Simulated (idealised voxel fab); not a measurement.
process module | voxel ribs on slabs
cross-section cut | 155 nm wide | cells 5 nm
A cross-section is a grid of square cells, given in bands from the top down. A band is one or more rows of cells.
Each band's line starts with the height of the band's top and of its bottom, in nm. Then come its materials from left to right, each with its width in nm. One material with "throughout" fills the band from edge to edge. "air" is empty space.
Height 0 is the level under which the wafer as received is all one material. The lowest band goes on downwards, as in "0 down".
A width such as "30 to 40" changes by the same amount from each row of cells to the next, from the band's top row to its bottom row.
"no change" after a step means that no cell of the cross-section changed.
closed voids: empty space of 8 cells or more with no open way to the top, each as width x height at its distance from the left edge, in nm
after a step's settings: what the simulator itself notes on the step
overlay nm, on a step with a mask: how far to the right of its planned place the mask lay; to the left if negative
plan
1 op RECEIVE | material Si
2 op DIRECTIONAL_DEP | material SiO2 | thk nm 20
3 op DIRECTIONAL_DEP | material polySi | thk nm 25
4 op MASKED_ETCH | tone cover | mask id RIB | width nm 20 | etch materials polySi | depth nm 20 | overlay nm 0
5 op MASKED_ETCH | tone cover | mask id SLAB | width nm 70 | etch materials polySi | depth nm 5 | overlay nm 0
6 op FILL_DEP | material SiO2 | thk nm 20
7 op CMP | height nm 55
8 op DIRECTIONAL_DEP | material TiN | thk nm 10
9 op PATTERN | tone cover | mask id HEATER | material resist | width nm 30 | thk nm 20 | overlay nm 0
10 op DIRECTIONAL_ETCH | etch materials TiN | depth nm 10
11 op STRIP | etch materials resist
12 op CONFORMAL_DEP | material SiO2 | thk nm 5
first wafer, as planned
as received, after step 1
  0 down: Si throughout
  closed voids: none
after step 2
  20 to 0: SiO2 throughout
  below 0: unchanged
after step 3
  45 to 20: polySi throughout
  below 20: unchanged
after step 4
  45 to 25: air 65 | polySi 20 | air 70
  below 25: unchanged
after step 5
  45 to 25: air 65 | polySi 20 | air 70
  25 to 20: air 40 | polySi 70 | air 45
  below 20: unchanged
after step 6
  65 to 45: SiO2 throughout
  45 to 25: SiO2 65 | polySi 20 | SiO2 70
  25 to 20: SiO2 40 | polySi 70 | SiO2 45
  below 20: unchanged
after step 7
  55 to 45: SiO2 throughout
  below 45: unchanged
after step 8
  65 to 55: TiN throughout
  below 55: unchanged
after step 9
  85 to 65: air 60 | resist 30 | air 65
  below 65: unchanged
after step 10
  85 to 65: air 60 | resist 30 | air 65
  65 to 55: air 60 | TiN 30 | air 65
  below 55: unchanged
after step 11
  65 to 55: air 60 | TiN 30 | air 65
  below 55: unchanged
after step 12
  70 to 65: air 55 | SiO2 40 | air 60
  65 to 60: air 55 | SiO2 5 | TiN 30 | SiO2 5 | air 60
  60 to 55: SiO2 60 | TiN 30 | SiO2 65
  below 55: unchanged
second wafer: like start, like plan, one mistake. Through step 1 it matches the first wafer
when step 2 should have ended
  20 to 0: TiN throughout
  below 0: unchanged
when step 3 should have ended
  45 to 20: polySi throughout
  below 20: unchanged
when step 4 should have ended
  45 to 25: air 65 | polySi 20 | air 70
  below 25: unchanged
when step 5 should have ended
  45 to 25: air 65 | polySi 20 | air 70
  25 to 20: air 40 | polySi 70 | air 45
  below 20: unchanged
when step 6 should have ended
  65 to 45: SiO2 throughout
  45 to 25: SiO2 65 | polySi 20 | SiO2 70
  25 to 20: SiO2 40 | polySi 70 | SiO2 45
  below 20: unchanged
when step 7 should have ended
  55 to 45: SiO2 throughout
  below 45: unchanged
when step 8 should have ended
  65 to 55: TiN throughout
  below 55: unchanged
when step 9 should have ended
  85 to 65: air 60 | resist 30 | air 65
  below 65: unchanged
when step 10 should have ended
  85 to 65: air 60 | resist 30 | air 65
  65 to 55: air 60 | TiN 30 | air 65
  below 55: unchanged
when step 11 should have ended
  65 to 55: air 60 | TiN 30 | air 65
  below 55: unchanged
when step 12 should have ended
  70 to 65: air 55 | SiO2 40 | air 60
  65 to 60: air 55 | SiO2 5 | TiN 30 | SiO2 5 | air 60
  60 to 55: SiO2 60 | TiN 30 | SiO2 65
  below 55: unchanged
what went wrong: step 2 ran as: op DIRECTIONAL_DEP | material TiN | thk nm 20
at the end the second wafer has, in cells: 124 fewer of SiO2 | 124 more of TiN
